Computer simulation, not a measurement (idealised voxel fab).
Module name: voxel self aligned vias (process module)
Pictured: cross-section cut, 235 nm wide, on a grid of 5 nm square cells.
Cross-sections here: square-cell grids, written as top-down lists of bands, a band being one or more rows of cells. Read a band's entry like this: the first values are the height of its top and the height of its bottom in nm, and what follows is the sequence of materials from left to right, each with its width in nm. Note that "empty" is empty space, and that a single material marked "throughout" reaches across the band from edge to edge. Zero point of the height axis is 0; under it, received wafer = one material. Lowest band: continues down indefinitely, "0 -> down". Top row gets the first number, bottom row gets the second, and each row in between changes by the same step: that is how a band width like "30..40" works. Step marked "same as before"? Then no cell in the cross-section changed in it. closed voids: empty space of 8 cells or more with no open way to the top, each as width x height at its distance from the left edge, in nm. Read whatever lies past the settings on a step's line as the simulator's own remark about the step. Steps that use a mask can have "overlay nm" on their line. It says how far the mask sat to the right of where it was meant to be. Negative means to the left.

This section lists the process steps that were planned:
- 1: RECEIVE, material Si
- 2: CONFORMAL_DEP, material SiO2, thk nm 10
- 3: CONFORMAL_DEP, material SiCN, thk nm 5
- 4: DIRECTIONAL_DEP, material SiO2, thk nm 20
- 5: PATTERN, tone open, mask id LINES, material resist, width nm 30, pitch nm 70, thk nm 20, overlay nm 0
- 6: DIRECTIONAL_ETCH, etch materials SiO2, depth nm 20
- 7: STRIP, etch materials resist
- 8: CONFORMAL_DEP, material TiN, thk nm 5
- 9: FILL_DEP, material Ru, thk nm 5
- 10: CMP, height nm 35
- 11: SELECTIVE_ETCH, etch materials W Ru TiN, depth nm 10
- 12: FILL_DEP, material SiN, thk nm 5
- 13: CMP, height nm 25
- 14: DIRECTIONAL_DEP, material SiO2, thk nm 15
- 15: DIRECTIONAL_DEP, material aC, thk nm 15
- 16: PATTERN, tone open, mask id VIAS, material resist, width nm 50, pitch nm 70, thk nm 35, overlay nm 0
- 17: DIRECTIONAL_ETCH, etch materials aC, depth nm 15
- 18: STRIP, etch materials resist
- 19: DIRECTIONAL_ETCH, etch materials SiO2, depth nm 15
- 20: DIRECTIONAL_ETCH, etch materials SiN, depth nm 10
- 21: STRIP, etch materials aC
- 22: CONFORMAL_DEP, material TiN, thk nm 5
- 23: FILL_DEP, material W, thk nm 5
- 24: CMP, height nm 50
- 25: CONFORMAL_DEP, material SiCN, thk nm 5
The plan shows the height nm of step 13 as the first wafer had it; this setting differs between the wafers, which start out alike.

First of several wafers, received after step 1, in cross-section:
	0 -> down | Si throughout
	closed voids: none

Row per wafer, end-of-module: cell gain (+)/loss (-) by material since the wafer came in, then closed voids:
height nm 25 | +12 Ru | +94 SiCN | +203 SiO2 | +89 TiN | +119 W | closed voids: none
height nm 30 | +12 Ru | +94 SiCN | +232 SiO2 | +95 TiN | +84 W | closed voids: none
height nm 35 | +12 Ru | +94 SiCN | +261 SiO2 | +78 TiN | +72 W | closed voids: none
height nm 40 | +12 Ru | +94 SiCN | +35 SiN | +244 SiO2 | +72 TiN | +60 W | closed voids: none
